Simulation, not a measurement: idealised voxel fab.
Name of the process module below: voxel capacitor over wiring
This is section cut - it's 240 nm across, gridded in 5 nm square cells.
Cross-section spec: square-cell grid; bands listed top down; each band is one or more rows. Band: top and bottom heights (nm) first, top before bottom; then materials from left to right, widths in nm. "full width" marks a sole material filling the band edge to edge. "blank" denotes empty space. Where do heights start? At 0: under that level the wafer as delivered is made of one material only. And the lowest band has no floor; it just carries on downward, as in "0 -> down". Graded width ("30 to 40"): value in top row of band = first number; value in bottom row = second number; row-to-row change constant. Step note "nothing was modified" = no cross-section cell changed. In "Closed void list" the enclosed voids are listed, meaning empty spaces of 8 cells or larger without any opening to the top. The form is width x height at distance, distance from the left edge, units nm. Anything after a step's settings on that line? It's the simulator's own note about the step. overlay nm: mask offset rightward from planned place, masked step; negative means leftward offset.
[Planned process steps]
1 RECEIVE, material Si
2 CONFORMAL_DEP, material SiO2, thk nm 10
3 CONFORMAL_DEP, material SiN, thk nm 5
4 DIRECTIONAL_DEP, material SiO2, thk nm 15
5 PATTERN, tone open, mask id METAL_1, material resist, width nm 30, pitch nm 80, thk nm 15, overlay nm 0
6 DIRECTIONAL_ETCH, etch materials SiO2, depth nm 15
7 DIRECTIONAL_ETCH, etch materials SiN, depth nm 5
8 STRIP, etch materials resist
9 CONFORMAL_DEP, material TiN, thk nm 5
10 FILL_DEP, material Cu, thk nm 5
11 CMP, height nm 30
12 EPI, material Ru, thk nm 5
13 FILL_DEP, material SiCN, thk nm 5
14 DIRECTIONAL_DEP, material SiO2, thk nm 15
15 DIRECTIONAL_DEP, material aC, thk nm 15
16 PATTERN, tone open, mask id PLUG_1, material resist, width nm 15, thk nm 30, overlay nm 0
17 DIRECTIONAL_ETCH, etch materials aC, depth nm 15
18 STRIP, etch materials resist
19 DIRECTIONAL_ETCH, etch materials SiO2, depth nm 15
20 DIRECTIONAL_ETCH, etch materials SiCN, depth nm 5
21 STRIP, etch materials aC
22 CONFORMAL_DEP, material TiN, thk nm 5
23 FILL_DEP, material W, thk nm 10
24 CMP, height nm 55
25 DIRECTIONAL_DEP, material TiN, thk nm 10
26 DIRECTIONAL_DEP, material Al2O3, thk nm 5
27 DIRECTIONAL_DEP, material TiN, thk nm 5
28 MASKED_ETCH, tone cover, mask id UPPER_PLATE, width nm 55, etch materials TiN, depth nm 5, overlay nm 0
29 MASKED_ETCH, tone cover, mask id UPPER_PLATE, width nm 55, etch materials Al2O3, depth nm 5, overlay nm 0
30 MASKED_ETCH, tone cover, mask id LOWER_PLATE, width nm 65, etch materials TiN, depth nm 10, overlay nm 0
31 FILL_DEP, material SiO2, thk nm 20
32 CMP, height nm 90
33 DIRECTIONAL_DEP, material aC, thk nm 15
34 PATTERN, tone open, mask id PLUG_2, material resist, width nm 15, thk nm 35, overlay nm 0
35 DIRECTIONAL_ETCH, etch materials aC, depth nm 15
36 STRIP, etch materials resist
37 DIRECTIONAL_ETCH, etch materials SiO2, depth nm 15
38 STRIP, etch materials aC
39 CONFORMAL_DEP, material TiN, thk nm 5
40 FILL_DEP, material Ru, thk nm 5
41 CMP, height nm 90
42 CONFORMAL_DEP, material SiN, thk nm 5
[First wafer, two in total, run as planned]
[As-received wafer cross-section (after step 1)]
	0 -> down = Si full width
	Closed void list: none
[Take a look at the wafer's cross-section after step 2]
	10 -> 0 = SiO2 full width
	Lower than 0, everything is as it was.
[Take a look at the wafer's cross-section after step 3]
	15 -> 10 = SiN full width
	Lower than 10, everything is as it was.
[Take a look at the wafer's cross-section after step 4]
	30 -> 15 = SiO2 full width
	Lower than 15, everything is as it was.
[Take a look at the wafer's cross-section after step 5]
	45 -> 30 = 65 nm resist, 30 nm blank, 50 nm resist, 30 nm blank, 65 nm resist
	Lower than 30, everything is as it was.
[Take a look at the wafer's cross-section after step 6]
	45 -> 30 = 65 nm resist, 30 nm blank, 50 nm resist, 30 nm blank, 65 nm resist
	30 -> 15 = 65 nm SiO2, 30 nm blank, 50 nm SiO2, 30 nm blank, 65 nm SiO2
	Lower than 15, everything is as it was.
[Take a look at the wafer's cross-section after step 7]
	45 -> 30 = 65 nm resist, 30 nm blank, 50 nm resist, 30 nm blank, 65 nm resist
	30 -> 15 = 65 nm SiO2, 30 nm blank, 50 nm SiO2, 30 nm blank, 65 nm SiO2
	15 -> 10 = 65 nm SiN, 30 nm blank, 50 nm SiN, 30 nm blank, 65 nm SiN
	Lower than 10, everything is as it was.
[Take a look at the wafer's cross-section after step 8]
	30 -> 15 = 65 nm SiO2, 30 nm blank, 50 nm SiO2, 30 nm blank, 65 nm SiO2
	Lower than 15, everything is as it was.
[Take a look at the wafer's cross-section after step 9]
	35 -> 30 = 70 nm TiN, 20 nm blank, 60 nm TiN, 20 nm blank, 70 nm TiN
	30 -> 15 = 65 nm SiO2, 5 nm TiN, 20 nm blank, 5 nm TiN, 50 nm SiO2, 5 nm TiN, 20 nm blank, 5 nm TiN, 65 nm SiO2
	15 -> 10 = 65 nm SiN, 30 nm TiN, 50 nm SiN, 30 nm TiN, 65 nm SiN
	Lower than 10, everything is as it was.
[Take a look at the wafer's cross-section after step 10]
	40 -> 35 = Cu full width
	35 -> 30 = 70 nm TiN, 20 nm Cu, 60 nm TiN, 20 nm Cu, 70 nm TiN
	30 -> 15 = 65 nm SiO2, 5 nm TiN, 20 nm Cu, 5 nm TiN, 50 nm SiO2, 5 nm TiN, 20 nm Cu, 5 nm TiN, 65 nm SiO2
	Lower than 15, everything is as it was.
[Take a look at the wafer's cross-section after step 11]
	30 -> 15 = 65 nm SiO2, 5 nm TiN, 20 nm Cu, 5 nm TiN, 50 nm SiO2, 5 nm TiN, 20 nm Cu, 5 nm TiN, 65 nm SiO2
	Lower than 15, everything is as it was.
[Take a look at the wafer's cross-section after step 12]
	35 -> 30 = 60 nm blank, 40 nm Ru, 40 nm blank, 40 nm Ru, 60 nm blank
	Lower than 30, everything is as it was.
[Take a look at the wafer's cross-section after step 13]
	40 -> 35 = SiCN full width
	35 -> 30 = 60 nm SiCN, 40 nm Ru, 40 nm SiCN, 40 nm Ru, 60 nm SiCN
	Lower than 30, everything is as it was.
[Take a look at the wafer's cross-section after step 14]
	55 -> 40 = SiO2 full width
	Lower than 40, everything is as it was.
[Take a look at the wafer's cross-section after step 15]
	70 -> 55 = aC full width
	Lower than 55, everything is as it was.
[Take a look at the wafer's cross-section after step 16]
	100 -> 70 = 80 nm resist, 15 nm blank, 145 nm resist
	Lower than 70, everything is as it was.
[Take a look at the wafer's cross-section after step 17]
	85 -> 70 = 80 nm resist, 15 nm blank, 145 nm resist
	70 -> 55 = 80 nm aC, 15 nm blank, 145 nm aC
	Lower than 55, everything is as it was.
[Take a look at the wafer's cross-section after step 18]
	70 -> 55 = 80 nm aC, 15 nm blank, 145 nm aC
	Lower than 55, everything is as it was.
[Take a look at the wafer's cross-section after step 19]
	70 -> 55 = 80 nm aC, 15 nm blank, 145 nm aC
	55 -> 40 = 80 nm SiO2, 15 nm blank, 145 nm SiO2
	Lower than 40, everything is as it was.
[Take a look at the wafer's cross-section after step 20]
	70 -> 55 = 80 nm aC, 15 nm blank, 145 nm aC
	55 -> 40 = 80 nm SiO2, 15 nm blank, 145 nm SiO2
	40 -> 35 = 80 nm SiCN, 15 nm blank, 145 nm SiCN
	Lower than 35, everything is as it was.
[Take a look at the wafer's cross-section after step 21]
	55 -> 40 = 80 nm SiO2, 15 nm blank, 145 nm SiO2
	Lower than 40, everything is as it was.
[Take a look at the wafer's cross-section after step 22]
	60 -> 55 = 85 nm TiN, 5 nm blank, 150 nm TiN
	55 -> 40 = 80 nm SiO2, 5 nm TiN, 5 nm blank, 5 nm TiN, 145 nm SiO2
	40 -> 35 = 80 nm SiCN, 15 nm TiN, 145 nm SiCN
	Lower than 35, everything is as it was.
[Take a look at the wafer's cross-section after step 23]
	70 -> 60 = W full width
	60 -> 55 = 85 nm TiN, 5 nm W, 150 nm TiN
	55 -> 40 = 80 nm SiO2, 5 nm TiN, 5 nm W, 5 nm TiN, 145 nm SiO2
	Lower than 40, everything is as it was.
[Take a look at the wafer's cross-section after step 24]
	55 -> 40 = 80 nm SiO2, 5 nm TiN, 5 nm W, 5 nm TiN, 145 nm SiO2
	Lower than 40, everything is as it was.
[Take a look at the wafer's cross-section after step 25]
	65 -> 55 = TiN full width
	Lower than 55, everything is as it was.
[Take a look at the wafer's cross-section after step 26]
	70 -> 65 = Al2O3 full width
	Lower than 65, everything is as it was.
[Take a look at the wafer's cross-section after step 27]
	75 -> 70 = TiN full width
	Lower than 70, everything is as it was.
[Take a look at the wafer's cross-section after step 28]
	75 -> 70 = 80 nm blank, 55 nm TiN, 105 nm blank
	Lower than 70, everything is as it was.
[Take a look at the wafer's cross-section after step 29]
	75 -> 70 = 80 nm blank, 55 nm TiN, 105 nm blank
	70 -> 65 = 80 nm blank, 55 nm Al2O3, 105 nm blank
	Lower than 65, everything is as it was.
[Take a look at the wafer's cross-section after step 30]
	75 -> 70 = 80 nm blank, 55 nm TiN, 105 nm blank
	70 -> 65 = 80 nm blank, 55 nm Al2O3, 105 nm blank
	65 -> 55 = 75 nm blank, 65 nm TiN, 100 nm blank
	Lower than 55, everything is as it was.
[Take a look at the wafer's cross-section after step 31]
	95 -> 75 = SiO2 full width
	75 -> 70 = 80 nm SiO2, 55 nm TiN, 105 nm SiO2
	70 -> 65 = 80 nm SiO2, 55 nm Al2O3, 105 nm SiO2
	65 -> 55 = 75 nm SiO2, 65 nm TiN, 100 nm SiO2
	Lower than 55, everything is as it was.
[Take a look at the wafer's cross-section after step 32]
	90 -> 75 = SiO2 full width
	Lower than 75, everything is as it was.
[Take a look at the wafer's cross-section after step 33]
	105 -> 90 = aC full width
	Lower than 90, everything is as it was.
[Take a look at the wafer's cross-section after step 34]
	140 -> 105 = 90 nm resist, 15 nm blank, 135 nm resist
	Lower than 105, everything is as it was.
[Take a look at the wafer's cross-section after step 35]
	125 -> 105 = 90 nm resist, 15 nm blank, 135 nm resist
	105 -> 90 = 90 nm aC, 15 nm blank, 135 nm aC
	Lower than 90, everything is as it was.
[Take a look at the wafer's cross-section after step 36]
	105 -> 90 = 90 nm aC, 15 nm blank, 135 nm aC
	Lower than 90, everything is as it was.
[Take a look at the wafer's cross-section after step 37]
	105 -> 90 = 90 nm aC, 15 nm blank, 135 nm aC
	90 -> 75 = 90 nm SiO2, 15 nm blank, 135 nm SiO2
	Lower than 75, everything is as it was.
[Take a look at the wafer's cross-section after step 38]
	90 -> 75 = 90 nm SiO2, 15 nm blank, 135 nm SiO2
	Lower than 75, everything is as it was.
[Take a look at the wafer's cross-section after step 39]
	95 -> 90 = 95 nm TiN, 5 nm blank, 140 nm TiN
	90 -> 80 = 90 nm SiO2, 5 nm TiN, 5 nm blank, 5 nm TiN, 135 nm SiO2
	80 -> 70 = 90 to 80 nm SiO2, 15 to 55 nm TiN, 135 to 105 nm SiO2
	Lower than 70, everything is as it was.
[Take a look at the wafer's cross-section after step 40]
	100 -> 95 = Ru full width
	95 -> 90 = 95 nm TiN, 5 nm Ru, 140 nm TiN
	90 -> 80 = 90 nm SiO2, 5 nm TiN, 5 nm Ru, 5 nm TiN, 135 nm SiO2
	Lower than 80, everything is as it was.
[Take a look at the wafer's cross-section after step 41]
	90 -> 80 = 90 nm SiO2, 5 nm TiN, 5 nm Ru, 5 nm TiN, 135 nm SiO2
	Lower than 80, everything is as it was.
[Take a look at the wafer's cross-section after step 42]
	95 -> 90 = SiN full width
	Lower than 90, everything is as it was.
[Second wafer. Start and plan as for the first. One mistake made in running. Agrees with the first up to and including step 2]
[Cross-sectional view of the second wafer at the intended end time of process step 3]
	15 -> 10 = W full width
	Lower than 10, everything is as it was.
[Cross-sectional view of the second wafer at the intended end time of process step 4]
	30 -> 15 = SiO2 full width
	Lower than 15, everything is as it was.
[Cross-sectional view of the second wafer at the intended end time of process step 5]
	45 -> 30 = 65 nm resist, 30 nm blank, 50 nm resist, 30 nm blank, 65 nm resist
	Lower than 30, everything is as it was.
[Cross-sectional view of the second wafer at the intended end time of process step 6]
	45 -> 30 = 65 nm resist, 30 nm blank, 50 nm resist, 30 nm blank, 65 nm resist
	30 -> 15 = 65 nm SiO2, 30 nm blank, 50 nm SiO2, 30 nm blank, 65 nm SiO2
	Lower than 15, everything is as it was.
Cross-sectional view of the second wafer at the intended end time of process step 7: nothing was modified
[Cross-sectional view of the second wafer at the intended end time of process step 8]
	30 -> 15 = 65 nm SiO2, 30 nm blank, 50 nm SiO2, 30 nm blank, 65 nm SiO2
	Lower than 15, everything is as it was.
[Cross-sectional view of the second wafer at the intended end time of process step 9]
	35 -> 30 = 70 nm TiN, 20 nm blank, 60 nm TiN, 20 nm blank, 70 nm TiN
	30 -> 20 = 65 nm SiO2, 5 nm TiN, 20 nm blank, 5 nm TiN, 50 nm SiO2, 5 nm TiN, 20 nm blank, 5 nm TiN, 65 nm SiO2
	20 -> 15 = 65 nm SiO2, 30 nm TiN, 50 nm SiO2, 30 nm TiN, 65 nm SiO2
	Lower than 15, everything is as it was.
[Cross-sectional view of the second wafer at the intended end time of process step 10]
	40 -> 35 = Cu full width
	35 -> 30 = 70 nm TiN, 20 nm Cu, 60 nm TiN, 20 nm Cu, 70 nm TiN
	30 -> 20 = 65 nm SiO2, 5 nm TiN, 20 nm Cu, 5 nm TiN, 50 nm SiO2, 5 nm TiN, 20 nm Cu, 5 nm TiN, 65 nm SiO2
	Lower than 20, everything is as it was.
[Cross-sectional view of the second wafer at the intended end time of process step 11]
	30 -> 20 = 65 nm SiO2, 5 nm TiN, 20 nm Cu, 5 nm TiN, 50 nm SiO2, 5 nm TiN, 20 nm Cu, 5 nm TiN, 65 nm SiO2
	Lower than 20, everything is as it was.
[Cross-sectional view of the second wafer at the intended end time of process step 12]
	35 -> 30 = 60 nm blank, 40 nm Ru, 40 nm blank, 40 nm Ru, 60 nm blank
	Lower than 30, everything is as it was.
[Cross-sectional view of the second wafer at the intended end time of process step 13]
	40 -> 35 = SiCN full width
	35 -> 30 = 60 nm SiCN, 40 nm Ru, 40 nm SiCN, 40 nm Ru, 60 nm SiCN
	Lower than 30, everything is as it was.
[Cross-sectional view of the second wafer at the intended end time of process step 14]
	55 -> 40 = SiO2 full width
	Lower than 40, everything is as it was.
[Cross-sectional view of the second wafer at the intended end time of process step 15]
	70 -> 55 = aC full width
	Lower than 55, everything is as it was.
[Cross-sectional view of the second wafer at the intended end time of process step 16]
	100 -> 70 = 80 nm resist, 15 nm blank, 145 nm resist
	Lower than 70, everything is as it was.
[Cross-sectional view of the second wafer at the intended end time of process step 17]
	85 -> 70 = 80 nm resist, 15 nm blank, 145 nm resist
	70 -> 55 = 80 nm aC, 15 nm blank, 145 nm aC
	Lower than 55, everything is as it was.
[Cross-sectional view of the second wafer at the intended end time of process step 18]
	70 -> 55 = 80 nm aC, 15 nm blank, 145 nm aC
	Lower than 55, everything is as it was.
[Cross-sectional view of the second wafer at the intended end time of process step 19]
	70 -> 55 = 80 nm aC, 15 nm blank, 145 nm aC
	55 -> 40 = 80 nm SiO2, 15 nm blank, 145 nm SiO2
	Lower than 40, everything is as it was.
[Cross-sectional view of the second wafer at the intended end time of process step 20]
	70 -> 55 = 80 nm aC, 15 nm blank, 145 nm aC
	55 -> 40 = 80 nm SiO2, 15 nm blank, 145 nm SiO2
	40 -> 35 = 80 nm SiCN, 15 nm blank, 145 nm SiCN
	Lower than 35, everything is as it was.
[Cross-sectional view of the second wafer at the intended end time of process step 21]
	55 -> 40 = 80 nm SiO2, 15 nm blank, 145 nm SiO2
	Lower than 40, everything is as it was.
[Cross-sectional view of the second wafer at the intended end time of process step 22]
	60 -> 55 = 85 nm TiN, 5 nm blank, 150 nm TiN
	55 -> 40 = 80 nm SiO2, 5 nm TiN, 5 nm blank, 5 nm TiN, 145 nm SiO2
	40 -> 35 = 80 nm SiCN, 15 nm TiN, 145 nm SiCN
	Lower than 35, everything is as it was.
[Cross-sectional view of the second wafer at the intended end time of process step 23]
	70 -> 60 = W full width
	60 -> 55 = 85 nm TiN, 5 nm W, 150 nm TiN
	55 -> 40 = 80 nm SiO2, 5 nm TiN, 5 nm W, 5 nm TiN, 145 nm SiO2
	Lower than 40, everything is as it was.
[Cross-sectional view of the second wafer at the intended end time of process step 24]
	55 -> 40 = 80 nm SiO2, 5 nm TiN, 5 nm W, 5 nm TiN, 145 nm SiO2
	Lower than 40, everything is as it was.
[Cross-sectional view of the second wafer at the intended end time of process step 25]
	65 -> 55 = TiN full width
	Lower than 55, everything is as it was.
[Cross-sectional view of the second wafer at the intended end time of process step 26]
	70 -> 65 = Al2O3 full width
	Lower than 65, everything is as it was.
[Cross-sectional view of the second wafer at the intended end time of process step 27]
	75 -> 70 = TiN full width
	Lower than 70, everything is as it was.
[Cross-sectional view of the second wafer at the intended end time of process step 28]
	75 -> 70 = 80 nm blank, 55 nm TiN, 105 nm blank
	Lower than 70, everything is as it was.
[Cross-sectional view of the second wafer at the intended end time of process step 29]
	75 -> 70 = 80 nm blank, 55 nm TiN, 105 nm blank
	70 -> 65 = 80 nm blank, 55 nm Al2O3, 105 nm blank
	Lower than 65, everything is as it was.
[Cross-sectional view of the second wafer at the intended end time of process step 30]
	75 -> 70 = 80 nm blank, 55 nm TiN, 105 nm blank
	70 -> 65 = 80 nm blank, 55 nm Al2O3, 105 nm blank
	65 -> 55 = 75 nm blank, 65 nm TiN, 100 nm blank
	Lower than 55, everything is as it was.
[Cross-sectional view of the second wafer at the intended end time of process step 31]
	95 -> 75 = SiO2 full width
	75 -> 70 = 80 nm SiO2, 55 nm TiN, 105 nm SiO2
	70 -> 65 = 80 nm SiO2, 55 nm Al2O3, 105 nm SiO2
	65 -> 55 = 75 nm SiO2, 65 nm TiN, 100 nm SiO2
	Lower than 55, everything is as it was.
[Cross-sectional view of the second wafer at the intended end time of process step 32]
	90 -> 75 = SiO2 full width
	Lower than 75, everything is as it was.
[Cross-sectional view of the second wafer at the intended end time of process step 33]
	105 -> 90 = aC full width
	Lower than 90, everything is as it was.
[Cross-sectional view of the second wafer at the intended end time of process step 34]
	140 -> 105 = 90 nm resist, 15 nm blank, 135 nm resist
	Lower than 105, everything is as it was.
[Cross-sectional view of the second wafer at the intended end time of process step 35]
	125 -> 105 = 90 nm resist, 15 nm blank, 135 nm resist
	105 -> 90 = 90 nm aC, 15 nm blank, 135 nm aC
	Lower than 90, everything is as it was.
[Cross-sectional view of the second wafer at the intended end time of process step 36]
	105 -> 90 = 90 nm aC, 15 nm blank, 135 nm aC
	Lower than 90, everything is as it was.
[Cross-sectional view of the second wafer at the intended end time of process step 37]
	105 -> 90 = 90 nm aC, 15 nm blank, 135 nm aC
	90 -> 75 = 90 nm SiO2, 15 nm blank, 135 nm SiO2
	Lower than 75, everything is as it was.
[Cross-sectional view of the second wafer at the intended end time of process step 38]
	90 -> 75 = 90 nm SiO2, 15 nm blank, 135 nm SiO2
	Lower than 75, everything is as it was.
[Cross-sectional view of the second wafer at the intended end time of process step 39]
	95 -> 90 = 95 nm TiN, 5 nm blank, 140 nm TiN
	90 -> 80 = 90 nm SiO2, 5 nm TiN, 5 nm blank, 5 nm TiN, 135 nm SiO2
	80 -> 70 = 90 to 80 nm SiO2, 15 to 55 nm TiN, 135 to 105 nm SiO2
	Lower than 70, everything is as it was.
[Cross-sectional view of the second wafer at the intended end time of process step 40]
	100 -> 95 = Ru full width
	95 -> 90 = 95 nm TiN, 5 nm Ru, 140 nm TiN
	90 -> 80 = 90 nm SiO2, 5 nm TiN, 5 nm Ru, 5 nm TiN, 135 nm SiO2
	Lower than 80, everything is as it was.
[Cross-sectional view of the second wafer at the intended end time of process step 41]
	90 -> 80 = 90 nm SiO2, 5 nm TiN, 5 nm Ru, 5 nm TiN, 135 nm SiO2
	Lower than 80, everything is as it was.
[Cross-sectional view of the second wafer at the intended end time of process step 42]
	95 -> 90 = SiN full width
	Lower than 90, everything is as it was.
What went wrong in running the wafer? step 3 off recipe, ran as CONFORMAL_DEP, material W, thk nm 5
Count the cells at the end and the second wafer has more or fewer of some materials than the first: Cu -8, SiN -36, TiN -4, W +48
